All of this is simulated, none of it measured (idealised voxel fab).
Process module under the name voxel self aligned contacts
Square cell edge 5 nm, section width 235 nm, ID cut.
In this document a cross-section is written as a grid of square cells. It is given as a series of bands, listed from the top down, and a band is one or more rows of cells. In this notation a band is specified by the heights of its top and bottom, in that order and in nm, after which its materials appear from left to right, each paired with its width in nm. The word "full width" attached to a single material means that material fills the band from edge to edge; the word "air" stands for empty space. Height datum 0, below which the as-received substrate wafer is one material. Lowest band open at the bottom, running downward: "0 -> down". Graded width ("30 to 40"): value in top row of band = first number; value in bottom row = second number; row-to-row change constant. Where the words "remains unaltered" appear for a step, the cross-section shows no cell changed by that step; every cell remained as before. The entry "Closed void table" lists the empty spaces that cover at least 8 cells and have no open path to the top. Each is written as width x height at distance, where the distance is measured from the left edge and all three values are in nm. Anything after a step's settings on that line? It's the simulator's own note about the step. overlay nm: mask right of planned place by this much (step with mask). Neg. = left.

[Set out below are the planned steps of the process]
1,RECEIVE [material Si]
2,OXIDIZE [depth nm 5]
3,DIRECTIONAL_DEP [material polySi] [thk nm 25]
4,DIRECTIONAL_DEP [material SiN] [thk nm 15]
5,PATTERN [tone cover] [mask id GATE] [material resist] [width nm 25] [pitch nm 60] [thk nm 15] [overlay nm 0]
6,DIRECTIONAL_ETCH [etch materials SiN] [depth nm 15]
7,DIRECTIONAL_ETCH [etch materials polySi] [depth nm 25]
8,STRIP [etch materials resist]
9,CONFORMAL_DEP [material SiN] [thk nm 5]
10,DIRECTIONAL_ETCH [etch materials SiN] [depth nm 5]
11,FILL_DEP [material SiO2] [thk nm 15]
12,CMP [height nm 50]
13,MASKED_ETCH [tone open] [mask id CONTACT] [width nm 45] [etch materials SiO2] [depth nm 55] [overlay nm 0]
14,CONFORMAL_DEP [material TiN] [thk nm 5]
15,FILL_DEP [material Ru] [thk nm 10]
16,CMP [height nm 50]
17,CONFORMAL_DEP [material SiN] [thk nm 5]

[First of two wafers, with the run carried out as planned]

[Cross-section of the wafer at receipt, which is the condition after step 1]
> 0 -> down  Si full width
> Closed void table: none

[After step 2: wafer cross-section]
> 0 -> -5  SiO2 full width
> Under the height -5 nothing was changed.

[After step 3: wafer cross-section]
> 25 -> 0  polySi full width
> Under the height 0 nothing was changed.

[After step 4: wafer cross-section]
> 40 -> 25  SiN full width
> Under the height 25 nothing was changed.

[After step 5: wafer cross-section]
> 55 -> 40  air=75, then resist=25, then air=35, then resist=25, then air=75
> Under the height 40 nothing was changed.

[After step 6: wafer cross-section]
> 55 -> 40  air=75, then resist=25, then air=35, then resist=25, then air=75
> 40 -> 25  air=75, then SiN=25, then air=35, then SiN=25, then air=75
> Under the height 25 nothing was changed.

[After step 7: wafer cross-section]
> 55 -> 40  air=75, then resist=25, then air=35, then resist=25, then air=75
> 40 -> 25  air=75, then SiN=25, then air=35, then SiN=25, then air=75
> 25 -> 0  air=75, then polySi=25, then air=35, then polySi=25, then air=75
> Under the height 0 nothing was changed.

[After step 8: wafer cross-section]
> 40 -> 25  air=75, then SiN=25, then air=35, then SiN=25, then air=75
> Under the height 25 nothing was changed.

[After step 9: wafer cross-section]
> 45 -> 25  air=70, then SiN=35, then air=25, then SiN=35, then air=70
> 25 -> 5  air=70, then SiN=5, then polySi=25, then SiN=5, then air=25, then SiN=5, then polySi=25, then SiN=5, then air=70
> 5 -> 0  SiN=75, then polySi=25, then SiN=35, then polySi=25, then SiN=75
> Under the height 0 nothing was changed.

[After step 10: wafer cross-section]
> 40 -> 25  air=70, then SiN=35, then air=25, then SiN=35, then air=70
> 25 -> 0  air=70, then SiN=5, then polySi=25, then SiN=5, then air=25, then SiN=5, then polySi=25, then SiN=5, then air=70
> Under the height 0 nothing was changed.

[After step 11: wafer cross-section]
> 55 -> 40  SiO2 full width
> 40 -> 25  SiO2=70, then SiN=35, then SiO2=25, then SiN=35, then SiO2=70
> 25 -> 0  SiO2=70, then SiN=5, then polySi=25, then SiN=5, then SiO2=25, then SiN=5, then polySi=25, then SiN=5, then SiO2=70
> Under the height 0 nothing was changed.

[After step 12: wafer cross-section]
> 50 -> 40  SiO2 full width
> Under the height 40 nothing was changed.

[After step 13: wafer cross-section]
> 50 -> 40  SiO2=95, then air=45, then SiO2=95
> 40 -> 25  SiO2=70, then SiN=35, then air=25, then SiN=35, then SiO2=70
> 25 -> 0  SiO2=70, then SiN=5, then polySi=25, then SiN=5, then air=25, then SiN=5, then polySi=25, then SiN=5, then SiO2=70
> 0 -> -5  SiO2=105, then air=25, then SiO2=105
> Under the height -5 nothing was changed.

[After step 14: wafer cross-section]
> 55 -> 50  TiN=100, then air=35, then TiN=100
> 50 -> 40  SiO2=95, then TiN=5 to 15, then air=35 to 15, then TiN=5 to 15, then SiO2=95
> 40 -> 25  SiO2=70, then SiN=35, then TiN=5, then air=15, then TiN=5, then SiN=35, then SiO2=70
> 25 -> 0  SiO2=70, then SiN=5, then polySi=25, then SiN=5, then TiN=5, then air=15, then TiN=5, then SiN=5, then polySi=25, then SiN=5, then SiO2=70
> 0 -> -5  SiO2=105, then TiN=25, then SiO2=105
> Under the height -5 nothing was changed.

[After step 15: wafer cross-section]
> 65 -> 55  Ru full width
> 55 -> 50  TiN=100, then Ru=35, then TiN=100
> 50 -> 40  SiO2=95, then TiN=5 to 15, then Ru=35 to 15, then TiN=5 to 15, then SiO2=95
> 40 -> 25  SiO2=70, then SiN=35, then TiN=5, then Ru=15, then TiN=5, then SiN=35, then SiO2=70
> 25 -> 0  SiO2=70, then SiN=5, then polySi=25, then SiN=5, then TiN=5, then Ru=15, then TiN=5, then SiN=5, then polySi=25, then SiN=5, then SiO2=70
> Under the height 0 nothing was changed.

[After step 16: wafer cross-section]
> 50 -> 40  SiO2=95, then TiN=5 to 15, then Ru=35 to 15, then TiN=5 to 15, then SiO2=95
> Under the height 40 nothing was changed.

[After step 17: wafer cross-section]
> 55 -> 50  SiN full width
> Under the height 50 nothing was changed.

[Second Wafer (Identical Start and Plan, One Processing Error; Matches First Wafer Through Step 1)]

[Second wafer, cut view, end of step 2 per plan]
> 25 -> 0  polySi full width
> Under the height 0 nothing was changed.

[Second wafer, cut view, end of step 3 per plan]
> 25 -> 20  SiO2 full width
> Under the height 20 nothing was changed.

[Second wafer, cut view, end of step 4 per plan]
> 40 -> 25  SiN full width
> Under the height 25 nothing was changed.

[Second wafer, cut view, end of step 5 per plan]
> 55 -> 40  air=75, then resist=25, then air=35, then resist=25, then air=75
> Under the height 40 nothing was changed.

[Second wafer, cut view, end of step 6 per plan]
> 55 -> 40  air=75, then resist=25, then air=35, then resist=25, then air=75
> 40 -> 25  air=75, then SiN=25, then air=35, then SiN=25, then air=75
> Under the height 25 nothing was changed.

Second wafer, cut view, end of step 7 per plan: remains unaltered

[Second wafer, cut view, end of step 8 per plan]
> 40 -> 25  air=75, then SiN=25, then air=35, then SiN=25, then air=75
> Under the height 25 nothing was changed.

[Second wafer, cut view, end of step 9 per plan]
> 45 -> 30  air=70, then SiN=35, then air=25, then SiN=35, then air=70
> 30 -> 25  SiN full width
> Under the height 25 nothing was changed.

[Second wafer, cut view, end of step 10 per plan]
> 40 -> 25  air=70, then SiN=35, then air=25, then SiN=35, then air=70
> Under the height 25 nothing was changed.

[Second wafer, cut view, end of step 11 per plan]
> 55 -> 40  SiO2 full width
> 40 -> 25  SiO2=70, then SiN=35, then SiO2=25, then SiN=35, then SiO2=70
> Under the height 25 nothing was changed.

[Second wafer, cut view, end of step 12 per plan]
> 50 -> 40  SiO2 full width
> Under the height 40 nothing was changed.

[Second wafer, cut view, end of step 13 per plan]
> 50 -> 40  SiO2=95, then air=45, then SiO2=95
> 40 -> 25  SiO2=70, then SiN=35, then air=25, then SiN=35, then SiO2=70
> 25 -> 20  SiO2=105, then air=25, then SiO2=105
> Under the height 20 nothing was changed.

[Second wafer, cut view, end of step 14 per plan]
> 55 -> 50  TiN=100, then air=35, then TiN=100
> 50 -> 40  SiO2=95, then TiN=5 to 15, then air=35 to 15, then TiN=5 to 15, then SiO2=95
> 40 -> 25  SiO2=70, then SiN=35, then TiN=5, then air=15, then TiN=5, then SiN=35, then SiO2=70
> 25 -> 20  SiO2=105, then TiN=25, then SiO2=105
> Under the height 20 nothing was changed.

[Second wafer, cut view, end of step 15 per plan]
> 65 -> 55  Ru full width
> 55 -> 50  TiN=100, then Ru=35, then TiN=100
> 50 -> 40  SiO2=95, then TiN=5 to 15, then Ru=35 to 15, then TiN=5 to 15, then SiO2=95
> 40 -> 25  SiO2=70, then SiN=35, then TiN=5, then Ru=15, then TiN=5, then SiN=35, then SiO2=70
> Under the height 25 nothing was changed.

[Second wafer, cut view, end of step 16 per plan]
> 50 -> 40  SiO2=95, then TiN=5 to 15, then Ru=35 to 15, then TiN=5 to 15, then SiO2=95
> Under the height 40 nothing was changed.

[Second wafer, cut view, end of step 17 per plan]
> 55 -> 50  SiN full width
> Under the height 50 nothing was changed.
Want to know what went wrong? ran 2 and 3 in swapped order versus the plan
In the final state, the cell counts of the second wafer exceed or fall short of those of the first for the following materials: Ru -15; Si +47; SiN -20; SiO2 -140; TiN -10; polySi +138
